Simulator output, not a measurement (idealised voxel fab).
Process module under the name voxel capacitor over wiring
Cross-section cut: width 245 nm, square cells of 5 nm.
Cross-section, as written here: a square-cell grid given band by band from the top down, where a band holds one or more rows of cells. Band: top height; bottom height; in nm. Then, left to right: material with width in nm, for each material. "edge to edge": a single material spanning edge to edge. "blank": empty space. Heights are expressed relative to 0, this being the level below which the as-received wafer comprises one material exclusively. The lowest band is unbounded in the downward direction and is denoted as in "0 and below". Width spec "30..40" -> top row of cells at first value, bottom row at second value, equal per-row change in between. Any step labelled "no alterations made" changed none of the cells in the cross-section. Basically, "Closed cavity list" tells you about the enclosed voids: empty spaces with no open way to the top, 8 cells or bigger, each written width x height at distance, where distance is from the left edge, all in nm. Past the settings on a step's line: simulator remark, on that step. A step line may carry the setting "overlay nm", which, for steps involving a mask, states the distance by which the mask lay to the right of its intended position; negative values denote displacement to the left.

[Process steps foreseen in the plan]
1,RECEIVE | material Si
2,CONFORMAL_DEP | material SiO2 | thk nm 15
3,DIRECTIONAL_DEP | material TiN | thk nm 5
4,DIRECTIONAL_DEP | material Ru | thk nm 25
5,PATTERN | tone cover | mask id METAL_1 | material resist | width nm 20 | pitch nm 75 | thk nm 20 | overlay nm 0
6,DIRECTIONAL_ETCH | etch materials Ru | depth nm 25
7,DIRECTIONAL_ETCH | etch materials TiN | depth nm 5
8,STRIP | etch materials resist
9,CONFORMAL_DEP | material SiCN | thk nm 5
10,FILL_DEP | material SiO2 | thk nm 5
11,CMP | height nm 45
12,CONFORMAL_DEP | material SiCN | thk nm 5
13,DIRECTIONAL_DEP | material lowk | thk nm 20
14,MASKED_ETCH | tone open | mask id PLUG_1 | width nm 15 | etch materials lowk | depth nm 20 | overlay nm 0
15,MASKED_ETCH | tone open | mask id PLUG_1 | width nm 15 | etch materials SiCN | depth nm 5 | overlay nm -15
16,CONFORMAL_DEP | material TiN | thk nm 5
17,FILL_DEP | material W | thk nm 10
18,CMP | height nm 70
19,DIRECTIONAL_DEP | material TiN | thk nm 5
20,DIRECTIONAL_DEP | material SiN | thk nm 5
21,DIRECTIONAL_DEP | material TiN | thk nm 10
22,DIRECTIONAL_DEP | material aC | thk nm 10
23,PATTERN | tone cover | mask id UPPER_PLATE | material resist | width nm 60 | thk nm 25 | overlay nm 0
24,DIRECTIONAL_ETCH | etch materials aC | depth nm 10
25,STRIP | etch materials resist
26,DIRECTIONAL_ETCH | etch materials TiN | depth nm 10
27,DIRECTIONAL_ETCH | etch materials SiN | depth nm 5
28,STRIP | etch materials aC
29,PATTERN | tone cover | mask id LOWER_PLATE | material resist | width nm 70 | thk nm 15 | overlay nm 0
30,DIRECTIONAL_ETCH | etch materials TiN | depth nm 5
31,STRIP | etch materials resist
32,FILL_DEP | material SiO2 | thk nm 20
33,CMP | height nm 105
34,PATTERN | tone open | mask id PLUG_2 | material resist | width nm 15 | thk nm 20 | overlay nm 0
35,DIRECTIONAL_ETCH | etch materials SiO2 | depth nm 15
36,STRIP | etch materials resist
37,CONFORMAL_DEP | material TiN | thk nm 5
38,FILL_DEP | material Ru | thk nm 10
39,CMP | height nm 105
40,CONFORMAL_DEP | material SiN | thk nm 5
Where the wafers of this document differ is in the overlay nm of step 15; they start out the same, and the plan states the value that applied to the first wafer.

[The first of several wafers in cross-section, exactly as it reached us after step 1]
  0 and below  Si edge to edge
  Closed cavity list: none

[After the module's final step, step 40: the first of several wafers in cross-section]
  110 down to 105  SiN edge to edge
  105 down to 95  SiO2: 90, TiN: 5, Ru: 5, TiN: 5, SiO2: 140
  95 down to 90  SiO2: 90, TiN: 15, SiO2: 140
  90 down to 80  SiO2: 80, TiN: 60, SiO2: 105
  80 down to 75  SiO2: 80, SiN: 60, SiO2: 105
  75 down to 70  SiO2: 75, TiN: 70, SiO2: 100
  70 down to 55  lowk: 80, TiN: 5, W: 5, TiN: 5, lowk: 150
  55 down to 50  lowk: 80, TiN: 15, lowk: 150
  50 down to 45  SiCN edge to edge
  45 down to 20  SiO2: 70, SiCN: 5, Ru: 20, SiCN: 5, SiO2: 45, SiCN: 5, Ru: 20, SiCN: 5, SiO2: 70
  20 down to 15  SiCN: 75, TiN: 20, SiCN: 55, TiN: 20, SiCN: 75
  15 down to 0  SiO2 edge to edge
  0 and below  Si edge to edge
  Closed cavity list: none

[Final wafer of several, shown in cross-section at the end of the module]
  110 down to 105  SiN edge to edge
  105 down to 95  SiO2: 90, TiN: 5, Ru: 5, TiN: 5, SiO2: 140
  95 down to 90  SiO2: 90, TiN: 15, SiO2: 140
  90 down to 80  SiO2: 80, TiN: 60, SiO2: 105
  80 down to 75  SiO2: 80, SiN: 60, SiO2: 105
  75 down to 70  SiO2: 75, TiN: 70, SiO2: 100
  70 down to 55  lowk: 80, TiN: 5, W: 5, TiN: 5, lowk: 150
  55 down to 50  lowk: 80, TiN: 15, lowk: 150
  50 down to 45  SiCN edge to edge
  45 down to 20  SiO2: 70, SiCN: 5, Ru: 20, SiCN: 5, SiO2: 45, SiCN: 5, Ru: 20, SiCN: 5, SiO2: 70
  20 down to 15  SiCN: 75, TiN: 20, SiCN: 55, TiN: 20, SiCN: 75
  15 down to 0  SiO2 edge to edge
  0 and below  Si edge to edge
  Closed cavity list: none

[The table below has one row for each wafer; a row shows, as of the end of the module, how many cells of each material the wafer has gained, marked (+), or lost, marked (-), since it was received, and then the wafer's closed voids]
overlay nm -15; +42 Ru; +110 SiCN; +61 SiN; +616 SiO2; +62 TiN; +3 W; +184 lowk; Closed cavity list: none
overlay nm -10; +42 Ru; +109 SiCN; +61 SiN; +616 SiO2; +63 TiN; +3 W; +184 lowk; Closed cavity list: none
overlay nm -5; +42 Ru; +108 SiCN; +61 SiN; +616 SiO2; +64 TiN; +3 W; +184 lowk; Closed cavity list: none
overlay nm 0; +42 Ru; +107 SiCN; +61 SiN; +616 SiO2; +64 TiN; +4 W; +184 lowk; Closed cavity list: none
overlay nm 5; +42 Ru; +108 SiCN; +61 SiN; +616 SiO2; +64 TiN; +3 W; +184 lowk; Closed cavity list: none
overlay nm 10; +42 Ru; +109 SiCN; +61 SiN; +616 SiO2; +63 TiN; +3 W; +184 lowk; Closed cavity list: none
overlay nm 15; +42 Ru; +110 SiCN; +61 SiN; +616 SiO2; +62 TiN; +3 W; +184 lowk; Closed cavity list: none
